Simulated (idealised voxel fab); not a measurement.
Herein follows the process module entitled voxel ribs on slabs.
Square cell edge 5 nm, section width 165 nm, ID cut.
Notation: cross-section as square-cell grid; stated in bands, top first, going down; one or more cell rows per band. Look at the band entry: it leads with the top's height and the bottom's height in nm. Then it lists the materials left to right, with a width in nm for each. The word "all across" on a single material says that material fills the band edge to edge. The word "blank" is empty space. Below 0: as-received wafer, all one material; heights counted from there. Lowest band: no bottom, goes on down, written "0 nm and below". It should be noted that a width expressed as "30..40" varies in equal increments from row to row of cells within the band, taking the value of the first number at the top row and that of the second number at the bottom row. "stayed the same" after a step means that no cell of the cross-section changed. For the entry "Closed void inventory", the listed items are empty spaces with no open way to the top whose size is 8 cells or more; each item follows the pattern width x height at distance, where distance is from the left edge and all three are in nm. after a step's settings: what the simulator itself notes on the step. The "overlay nm" setting may appear on a step's line; for a step that uses a mask, it gives how far to the right of its planned position the mask lay, and a negative value indicates the left.
# Steps planned for the process
1. RECEIVE (material Si)
2. DIRECTIONAL_DEP (material SiO2; thk nm 20)
3. DIRECTIONAL_DEP (material SiN; thk nm 20)
4. PATTERN (tone cover; mask id RIB; material resist; width nm 30; thk nm 15; overlay nm 0)
5. DIRECTIONAL_ETCH (etch materials SiN; depth nm 5)
6. STRIP (etch materials resist)
7. PATTERN (tone cover; mask id SLAB; material resist; width nm 70; thk nm 20; overlay nm 0)
8. DIRECTIONAL_ETCH (etch materials SiN; depth nm 15)
9. STRIP (etch materials resist)
10. FILL_DEP (material SiO2; thk nm 25)
11. CMP (height nm 60)
12. DIRECTIONAL_DEP (material W; thk nm 5)
13. PATTERN (tone cover; mask id HEATER; material resist; width nm 40; thk nm 15; overlay nm 0)
14. DIRECTIONAL_ETCH (etch materials W; depth nm 5)
15. STRIP (etch materials resist)
16. CONFORMAL_DEP (material SiN; thk nm 5)
# What follows covers the first of two wafers; it ran as planned
# Cross-section of the wafer upon arrival, representing the state reached after step 1
    0 nm and below = Si all across
    Closed void inventory: none
# Cross-sectional representation of the wafer at the conclusion of step 2
    20 nm to 0 nm = SiO2 all across
    Unchanged below 0.
# Cross-sectional representation of the wafer at the conclusion of step 3
    40 nm to 20 nm = SiN all across
    Unchanged below 20.
# Cross-sectional representation of the wafer at the conclusion of step 4
    55 nm to 40 nm = blank: 65, then resist: 30, then blank: 70
    Unchanged below 40.
# Cross-sectional representation of the wafer at the conclusion of step 5
    55 nm to 40 nm = blank: 65, then resist: 30, then blank: 70
    40 nm to 35 nm = blank: 65, then SiN: 30, then blank: 70
    Unchanged below 35.
# Cross-sectional representation of the wafer at the conclusion of step 6
    40 nm to 35 nm = blank: 65, then SiN: 30, then blank: 70
    Unchanged below 35.
# Cross-sectional representation of the wafer at the conclusion of step 7
    60 nm to 40 nm = blank: 45, then resist: 70, then blank: 50
    40 nm to 35 nm = blank: 45, then resist: 20, then SiN: 30, then resist: 20, then blank: 50
    Unchanged below 35.
# Cross-sectional representation of the wafer at the conclusion of step 8
    60 nm to 40 nm = blank: 45, then resist: 70, then blank: 50
    40 nm to 35 nm = blank: 45, then resist: 20, then SiN: 30, then resist: 20, then blank: 50
    35 nm to 20 nm = blank: 45, then SiN: 70, then blank: 50
    Unchanged below 20.
# Cross-sectional representation of the wafer at the conclusion of step 9
    40 nm to 35 nm = blank: 65, then SiN: 30, then blank: 70
    Unchanged below 35.
# Cross-sectional representation of the wafer at the conclusion of step 10
    65 nm to 40 nm = SiO2 all across
    40 nm to 35 nm = SiO2: 65, then SiN: 30, then SiO2: 70
    35 nm to 20 nm = SiO2: 45, then SiN: 70, then SiO2: 50
    Unchanged below 20.
# Cross-sectional representation of the wafer at the conclusion of step 11
    60 nm to 40 nm = SiO2 all across
    Unchanged below 40.
# Cross-sectional representation of the wafer at the conclusion of step 12
    65 nm to 60 nm = W all across
    Unchanged below 60.
# Cross-sectional representation of the wafer at the conclusion of step 13
    80 nm to 65 nm = blank: 60, then resist: 40, then blank: 65
    Unchanged below 65.
# Cross-sectional representation of the wafer at the conclusion of step 14
    80 nm to 65 nm = blank: 60, then resist: 40, then blank: 65
    65 nm to 60 nm = blank: 60, then W: 40, then blank: 65
    Unchanged below 60.
# Cross-sectional representation of the wafer at the conclusion of step 15
    65 nm to 60 nm = blank: 60, then W: 40, then blank: 65
    Unchanged below 60.
# Cross-sectional representation of the wafer at the conclusion of step 16
    70 nm to 65 nm = blank: 55, then SiN: 50, then blank: 60
    65 nm to 60 nm = SiN: 60, then W: 40, then SiN: 65
    Unchanged below 60.
# Second Wafer (Identical Start and Plan, One Processing Error; Matches First Wafer Through Step 2)
# Second wafer, cross-section, planned end of step 3
    45 nm to 20 nm = SiN all across
    Unchanged below 20.
# Second wafer, cross-section, planned end of step 4
    60 nm to 45 nm = blank: 65, then resist: 30, then blank: 70
    Unchanged below 45.
# Second wafer, cross-section, planned end of step 5
    60 nm to 45 nm = blank: 65, then resist: 30, then blank: 70
    45 nm to 40 nm = blank: 65, then SiN: 30, then blank: 70
    Unchanged below 40.
# Second wafer, cross-section, planned end of step 6
    45 nm to 40 nm = blank: 65, then SiN: 30, then blank: 70
    Unchanged below 40.
# Second wafer, cross-section, planned end of step 7
    65 nm to 45 nm = blank: 45, then resist: 70, then blank: 50
    45 nm to 40 nm = blank: 45, then resist: 20, then SiN: 30, then resist: 20, then blank: 50
    Unchanged below 40.
# Second wafer, cross-section, planned end of step 8
    65 nm to 45 nm = blank: 45, then resist: 70, then blank: 50
    45 nm to 40 nm = blank: 45, then resist: 20, then SiN: 30, then resist: 20, then blank: 50
    40 nm to 25 nm = blank: 45, then SiN: 70, then blank: 50
    Unchanged below 25.
# Second wafer, cross-section, planned end of step 9
    45 nm to 40 nm = blank: 65, then SiN: 30, then blank: 70
    Unchanged below 40.
# Second wafer, cross-section, planned end of step 10
    70 nm to 45 nm = SiO2 all across
    45 nm to 40 nm = SiO2: 65, then SiN: 30, then SiO2: 70
    40 nm to 25 nm = SiO2: 45, then SiN: 70, then SiO2: 50
    Unchanged below 25.
# Second wafer, cross-section, planned end of step 11
    60 nm to 45 nm = SiO2 all across
    Unchanged below 45.
# Second wafer, cross-section, planned end of step 12
    65 nm to 60 nm = W all across
    Unchanged below 60.
# Second wafer, cross-section, planned end of step 13
    80 nm to 65 nm = blank: 60, then resist: 40, then blank: 65
    Unchanged below 65.
# Second wafer, cross-section, planned end of step 14
    80 nm to 65 nm = blank: 60, then resist: 40, then blank: 65
    65 nm to 60 nm = blank: 60, then W: 40, then blank: 65
    Unchanged below 60.
# Second wafer, cross-section, planned end of step 15
    65 nm to 60 nm = blank: 60, then W: 40, then blank: 65
    Unchanged below 60.
# Second wafer, cross-section, planned end of step 16
    70 nm to 65 nm = blank: 55, then SiN: 50, then blank: 60
    65 nm to 60 nm = SiN: 60, then W: 40, then SiN: 65
    Unchanged below 60.
Error vs. plan: step 3 went in with a setting other than planned; the actual run was DIRECTIONAL_DEP (material SiN; thk nm 25)
It is noted that, at the conclusion of processing, the second wafer exhibits a higher or lower cell count for certain materials relative to the first: +33 SiN; -33 SiO2
